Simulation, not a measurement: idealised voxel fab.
Process module in this document: voxel ribs on slabs
cross-section cut | 195 nm wide | cells 5 nm
A cross-section in this document is a grid of square cells, and it is written down as bands, the top band listed before the ones below it; a band is made up of one or more rows of cells. Top, bottom (nm), then materials left to right with widths (nm); lone material tagged "all across" fills the whole band edge to edge; "air" = empty space. Heights are expressed relative to 0, this being the level below which the as-received wafer comprises one material exclusively. The lowest band is unbounded in the downward direction and is denoted as in "0 and below". You'd read "30..40" like this: the band's top row of cells is as wide as the first number, its bottom row is as wide as the second, and going down, every row changes width by the same amount as the row before did. "nothing was modified" after a step means that no cell of the cross-section changed. Enclosed voids (no open way to top), threshold 8 cells or more, entry "Closed internal cavities", notation width x height at distance, distance from left edge, nm. Heads up: the bit after the settings on a step's line is the simulator's remark on that step. Each step line may optionally specify "overlay nm", which for a step with a mask gives the rightward distance between the mask's planned place and where it lay, a negative value indicating the leftward direction.
The steps planned for the process are as follows
| 1 | RECEIVE [material Si] |
| 2 | DIRECTIONAL_DEP [material SiO2] [thk nm 20] |
| 3 | DIRECTIONAL_DEP [material polySi] [thk nm 25] |
| 4 | PATTERN [tone cover] [mask id RIB] [material resist] [width nm 15] [thk nm 15] [overlay nm 0] |
| 5 | DIRECTIONAL_ETCH [etch materials polySi] [depth nm 15] |
| 6 | STRIP [etch materials resist] |
| 7 | DIRECTIONAL_DEP [material aC] [thk nm 10] |
| 8 | PATTERN [tone cover] [mask id SLAB] [material resist] [width nm 80] [thk nm 25] [overlay nm 0] |
| 9 | DIRECTIONAL_ETCH [etch materials aC] [depth nm 10] |
| 10 | STRIP [etch materials resist] |
| 11 | DIRECTIONAL_ETCH [etch materials polySi] [depth nm 10] |
| 12 | STRIP [etch materials aC] |
| 13 | FILL_DEP [material SiO2] [thk nm 20] |
| 14 | CMP [height nm 60] |
| 15 | DIRECTIONAL_DEP [material TiN] [thk nm 5] |
| 16 | PATTERN [tone cover] [mask id HEATER] [material resist] [width nm 30] [thk nm 15] [overlay nm 0] |
| 17 | DIRECTIONAL_ETCH [etch materials TiN] [depth nm 5] |
| 18 | STRIP [etch materials resist] |
| 19 | CONFORMAL_DEP [material SiO2] [thk nm 10] |
Wafer-to-wafer difference: width nm, step 4. Common start. Plan = first wafer's value.
As-received state after step 1, first of several wafers, cross-section
  0 and below  Si all across
  Closed internal cavities: none
Tabulated below, wafer by wafer, are the end-of-module results: for each material, the number of cells gained (+) or lost (-) relative to the as-received state, followed by the closed voids
width nm 15; +509 SiO2; +6 TiN; +41 polySi; Closed internal cavities: none
width nm 20; +506 SiO2; +6 TiN; +44 polySi; Closed internal cavities: none
width nm 25; +503 SiO2; +6 TiN; +47 polySi; Closed internal cavities: none
width nm 30; +500 SiO2; +6 TiN; +50 polySi; Closed internal cavities: none
width nm 35; +497 SiO2; +6 TiN; +53 polySi; Closed internal cavities: none
